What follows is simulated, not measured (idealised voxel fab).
Module name: voxel ribs on slabs (process module)
The width of the displayed cross-section, cut, is 295 nm; its cells are square, with a size of 5 nm.
How to read a cross-section here: the picture is a grid of square cells, written as bands going from the top down, and any band can span one or more rows of cells.
Look at the band entry: it leads with the top's height and the bottom's height in nm. Then it lists the materials left to right, with a width in nm for each. The word "throughout" on a single material says that material fills the band edge to edge. The word "empty" is empty space.
Height datum 0, below which the as-received substrate wafer is one material. Lowest band open at the bottom, running downward: "0 and below".
Width "30->40": first value at the band's top row of cells, second value at its bottom row, equal change from row to row.
"changes: none" after a step means that no cell of the cross-section changed.
"Enclosed internal voids" means: voids of 8 cells or more that are shut off from the top with no open way through. Written width x height at distance, distance from the left edge, in nm.
after a step's settings: what the simulator itself notes on the step
A step's line can hold "overlay nm"; with a mask on that step, the setting says how far right of the planned place the mask lay, while a negative setting says it lay to the left.

The steps planned for the process are as follows
step 1: RECEIVE (material Si)
step 2: DIRECTIONAL_DEP (material SiO2; thk nm 30)
step 3: DIRECTIONAL_DEP (material polySi; thk nm 25)
step 4: PATTERN (tone cover; mask id RIB; material resist; width nm 30; thk nm 20; overlay nm 0)
step 5: DIRECTIONAL_ETCH (etch materials polySi; depth nm 15)
step 6: STRIP (etch materials resist)
step 7: MASKED_ETCH (tone cover; mask id SLAB; width nm 60; etch materials polySi; depth nm 10; overlay nm 0)
step 8: FILL_DEP (material SiO2; thk nm 30)
step 9: CMP (height nm 75)
step 10: DIRECTIONAL_DEP (material W; thk nm 5)
step 11: DIRECTIONAL_DEP (material aC; thk nm 10)
step 12: PATTERN (tone cover; mask id HEATER; material resist; width nm 40; thk nm 25; overlay nm 0)
step 13: DIRECTIONAL_ETCH (etch materials aC; depth nm 10)
step 14: STRIP (etch materials resist)
step 15: DIRECTIONAL_ETCH (etch materials W; depth nm 5)
step 16: STRIP (etch materials aC)
step 17: CONFORMAL_DEP (material SiO2; thk nm 10)

First wafer out of two, processed as planned

As-received state of the wafer in cross-section, equivalent to post-step 1
  0 and below: Si throughout
  Enclosed internal voids: none

After step 2: wafer cross-section
  30 down to 0: SiO2 throughout
  Below 0, the layers are the same as they were.

After step 3: wafer cross-section
  55 down to 30: polySi throughout
  Below 30, the layers are the same as they were.

After step 4: wafer cross-section
  75 down to 55: empty: 130, then resist: 30, then empty: 135
  Below 55, the layers are the same as they were.

After step 5: wafer cross-section
  75 down to 55: empty: 130, then resist: 30, then empty: 135
  55 down to 40: empty: 130, then polySi: 30, then empty: 135
  Below 40, the layers are the same as they were.

After step 6: wafer cross-section
  55 down to 40: empty: 130, then polySi: 30, then empty: 135
  Below 40, the layers are the same as they were.

After step 7: wafer cross-section
  55 down to 40: empty: 130, then polySi: 30, then empty: 135
  40 down to 30: empty: 115, then polySi: 60, then empty: 120
  Below 30, the layers are the same as they were.

After step 8: wafer cross-section
  85 down to 55: SiO2 throughout
  55 down to 40: SiO2: 130, then polySi: 30, then SiO2: 135
  40 down to 30: SiO2: 115, then polySi: 60, then SiO2: 120
  Below 30, the layers are the same as they were.

After step 9: wafer cross-section
  75 down to 55: SiO2 throughout
  Below 55, the layers are the same as they were.

After step 10: wafer cross-section
  80 down to 75: W throughout
  Below 75, the layers are the same as they were.

After step 11: wafer cross-section
  90 down to 80: aC throughout
  Below 80, the layers are the same as they were.

After step 12: wafer cross-section
  115 down to 90: empty: 125, then resist: 40, then empty: 130
  Below 90, the layers are the same as they were.

After step 13: wafer cross-section
  105 down to 90: empty: 125, then resist: 40, then empty: 130
  90 down to 80: empty: 125, then aC: 40, then empty: 130
  Below 80, the layers are the same as they were.

After step 14: wafer cross-section
  90 down to 80: empty: 125, then aC: 40, then empty: 130
  Below 80, the layers are the same as they were.

After step 15: wafer cross-section
  90 down to 80: empty: 125, then aC: 40, then empty: 130
  80 down to 75: empty: 125, then W: 40, then empty: 130
  Below 75, the layers are the same as they were.

After step 16: wafer cross-section
  80 down to 75: empty: 125, then W: 40, then empty: 130
  Below 75, the layers are the same as they were.

After step 17: wafer cross-section
  90 down to 85: empty: 115, then SiO2: 60, then empty: 120
  85 down to 80: SiO2 throughout
  80 down to 75: SiO2: 125, then W: 40, then SiO2: 130
  Below 75, the layers are the same as they were.

The second wafer was prepared from the same starting point and under the same plan as the first; its processing contained one mistake, and it remains indistinguishable from the first wafer up to and including step 16

Cross-section, second wafer, at the end time the plan gives for step 17: changes: none
Diagnosis: not run: step 17 of the plan (skipped)
Bottom line after processing is that, in cells, the second wafer is up or down on some materials versus the first: 122 fewer of SiO2
